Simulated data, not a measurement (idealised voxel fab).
The name of this process module is voxel capacitor over wiring.
The figure presents cross-section cut, which has a width of 250 nm and is divided into square cells with an edge length of 5 nm.
Cross-section = grid of square cells, listed top down in bands; band = one or more rows. Top, bottom (nm), then materials left to right with widths (nm); lone material tagged "everywhere" fills the whole band edge to edge; "air" = empty space. The reference from which all heights are counted is 0, the level beneath which the as-received wafer is entirely one material; the lowest band, having no lower bound, proceeds downward and is written after the example "0 and below". When a width is written as two numbers, as in "30->40", the first number is the width in the top row of cells of the band and the second is the width in its bottom row, and the width changes by the same amount from each row to the next. Reading "remained the same" for a step: not a cell of the cross-section changed in it. Fully enclosed voids: empty space of 8 cells or more with no open way to the top, each as width x height at its distance from the left edge, in nm. after a step's settings: what the simulator itself notes on the step. "overlay nm" on a masked step: distance the mask lay right of its planned place, negative for left.
Intended process steps
1) RECEIVE (material Si)
2) CONFORMAL_DEP (material SiO2; thk nm 10)
3) DIRECTIONAL_DEP (material TiN; thk nm 5)
4) DIRECTIONAL_DEP (material W; thk nm 15)
5) DIRECTIONAL_DEP (material aC; thk nm 15)
6) PATTERN (tone cover; mask id METAL_1; material resist; width nm 20; pitch nm 70; thk nm 30; overlay nm 0)
7) DIRECTIONAL_ETCH (etch materials aC; depth nm 15)
8) STRIP (etch materials resist)
9) DIRECTIONAL_ETCH (etch materials W; depth nm 15)
10) DIRECTIONAL_ETCH (etch materials TiN; depth nm 5)
11) STRIP (etch materials aC)
12) FILL_DEP (material lowk; thk nm 5)
13) CMP (height nm 30)
14) CONFORMAL_DEP (material SiCN; thk nm 5)
15) DIRECTIONAL_DEP (material lowk; thk nm 10)
16) DIRECTIONAL_DEP (material aC; thk nm 15)
17) PATTERN (tone open; mask id PLUG_1; material resist; width nm 15; thk nm 35; overlay nm 0)
18) DIRECTIONAL_ETCH (etch materials aC; depth nm 15)
19) STRIP (etch materials resist)
20) DIRECTIONAL_ETCH (etch materials lowk; depth nm 10)
21) DIRECTIONAL_ETCH (etch materials SiCN; depth nm 5)
22) STRIP (etch materials aC)
23) CONFORMAL_DEP (material TiN; thk nm 5)
24) FILL_DEP (material Ru; thk nm 10)
25) CMP (height nm 45)
26) DIRECTIONAL_DEP (material TiN; thk nm 10)
27) DIRECTIONAL_DEP (material Al2O3; thk nm 5)
28) DIRECTIONAL_DEP (material TiN; thk nm 5)
29) PATTERN (tone cover; mask id UPPER_PLATE; material resist; width nm 55; thk nm 20; overlay nm 0)
30) DIRECTIONAL_ETCH (etch materials TiN; depth nm 5)
31) DIRECTIONAL_ETCH (etch materials Al2O3; depth nm 5)
32) STRIP (etch materials resist)
33) PATTERN (tone cover; mask id LOWER_PLATE; material resist; width nm 65; thk nm 20; overlay nm 0)
34) DIRECTIONAL_ETCH (etch materials TiN; depth nm 10)
35) STRIP (etch materials resist)
36) FILL_DEP (material SiO2; thk nm 20)
37) CMP (height nm 80)
38) MASKED_ETCH (tone open; mask id PLUG_2; width nm 15; etch materials SiO2; depth nm 15; overlay nm 0)
39) CONFORMAL_DEP (material TiN; thk nm 5)
40) FILL_DEP (material W; thk nm 5)
41) CMP (height nm 80)
42) CONFORMAL_DEP (material SiCN; thk nm 5)
This is the cross-section of the wafer as we received it, i.e. after step 1
- 0 and below: Si everywhere
- Fully enclosed voids: none
Wafer cross-section at module end: first of two, run to plan
- 85 down to 80: SiCN everywhere
- 80 down to 70: SiO2 (95) | TiN (5) | W (5) | TiN (5) | SiO2 (140)
- 70 down to 60: SiO2 (95->85) | TiN (15->55) | SiO2 (140->110)
- 60 down to 55: SiO2 (85) | Al2O3 (55) | SiO2 (110)
- 55 down to 45: SiO2 (80) | TiN (65) | SiO2 (105)
- 45 down to 35: lowk (85) | TiN (5) | Ru (5) | TiN (5) | lowk (150)
- 35 down to 30: SiCN (85) | TiN (15) | SiCN (150)
- 30 down to 15: lowk (80) | W (20) | lowk (50) | W (20) | lowk (80)
- 15 down to 10: lowk (80) | TiN (20) | lowk (50) | TiN (20) | lowk (80)
- 10 down to 0: SiO2 everywhere
- 0 and below: Si everywhere
- Fully enclosed voids: none
Wafer two cross-section, module end. Start and plan unchanged from wafer one; one mistake made during the run
- 85 down to 80: SiCN everywhere
- 80 down to 70: SiO2 (95) | TiN (5) | W (5) | TiN (5) | SiO2 (140)
- 70 down to 65: SiO2 (95) | TiN (15) | SiO2 (140)
- 65 down to 60: SiO2 (85) | Al2O3 (55) | SiO2 (110)
- 60 down to 50: SiO2 (80) | TiN (65) | SiO2 (105)
- 50 down to 45: TiN everywhere
- 45 down to 35: lowk (85) | TiN (5) | Ru (5) | TiN (5) | lowk (150)
- 35 down to 30: SiCN (85) | TiN (15) | SiCN (150)
- 30 down to 15: lowk (80) | W (20) | lowk (50) | W (20) | lowk (80)
- 15 down to 10: lowk (80) | TiN (20) | lowk (50) | TiN (20) | lowk (80)
- 10 down to 0: SiO2 everywhere
- 0 and below: Si everywhere
- Fully enclosed voids: none
Run error: steps 27 and 28: order swapped relative to plan
Wafer comparison, final, in cells, second relative to first, materials more or fewer: SiO2 -39, TiN +39
